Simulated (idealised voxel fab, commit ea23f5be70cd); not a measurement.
Process module, titled voxel self aligned contacts
Displayed cross-section: cut, width of 270 nm, square cells sized 5 nm.
If you're reading a cross-section in this doc, picture square cells in a grid; it comes to you as bands, top ones listed first down to the bottom, and a band can be one or more rows of cells. Quick guide to a band line: top height, bottom height (nm) up front; then every material left to right with its width in nm. Only one material and it's marked "throughout"? Then it fills the band edge to edge. And "air" just means empty space. Zero point of the height axis is 0; under it, received wafer = one material. Lowest band: continues down indefinitely, "0 -> down". A width such as "30..40" changes by the same amount from each row of cells to the next, from the band's top row to its bottom row. Given "nothing different" for a step, no cell of the cross-section differs between before and after that step. If an empty space has no open way to the top and is at least 8 cells in size, "Enclosed internal voids" lists it, written width x height at distance, where distance is measured from the left edge and every value is in nm. Note: text after step settings on the step line = simulator remark on that step. "overlay nm", when on a step's line for a step with a mask, measures how far to the right of its planned place the mask lay; a negative measure means to the left.

## plan
step 1: RECEIVE | material Si
step 2: CONFORMAL_DEP | material SiO2 | thk nm 5
step 3: DIRECTIONAL_DEP | material polySi | thk nm 20
step 4: DIRECTIONAL_DEP | material SiN | thk nm 20
step 5: DIRECTIONAL_DEP | material aC | thk nm 15
step 6: PATTERN | tone cover | mask id GATE | material resist | width nm 25 | pitch nm 65 | thk nm 30 | overlay nm 0
step 7: DIRECTIONAL_ETCH | etch materials aC | depth nm 15
step 8: STRIP | etch materials resist
step 9: DIRECTIONAL_ETCH | etch materials SiN | depth nm 20
step 10: DIRECTIONAL_ETCH | etch materials polySi | depth nm 20
step 11: STRIP | etch materials aC
step 12: CONFORMAL_DEP | material SiN | thk nm 10
step 13: DIRECTIONAL_ETCH | etch materials SiN | depth nm 10
step 14: FILL_DEP | material SiO2 | thk nm 15
step 15: CMP | height nm 55
step 16: MASKED_ETCH | tone open | mask id CONTACT | width nm 50 | pitch nm 65 | etch materials SiO2 | depth nm 55 | overlay nm 0
step 17: CONFORMAL_DEP | material TiN | thk nm 5
step 18: FILL_DEP | material W | thk nm 5
step 19: CMP | height nm 55
step 20: CONFORMAL_DEP | material SiCN | thk nm 5

## Delivered wafer in cross-section: state after step 1
	0 -> down | Si throughout
	Enclosed internal voids: none

## a wafer at the end: this start, this plan, one mistake
	60 -> 55 | SiCN throughout
	55 -> 50 | SiO2=75, TiN=5, W=40, TiN=5, SiO2=15, TiN=5, W=40, TiN=5, SiO2=80
	50 -> 45 | SiO2=75, TiN=50, SiO2=15, TiN=50, SiO2=80
	45 -> 25 | W throughout
	25 -> 5 | polySi throughout
	5 -> 0 | SiO2 throughout
	0 -> down | Si throughout
	Enclosed internal voids: none
what went wrong: contrary to plan, step 4 was performed as DIRECTIONAL_DEP | material W | thk nm 20
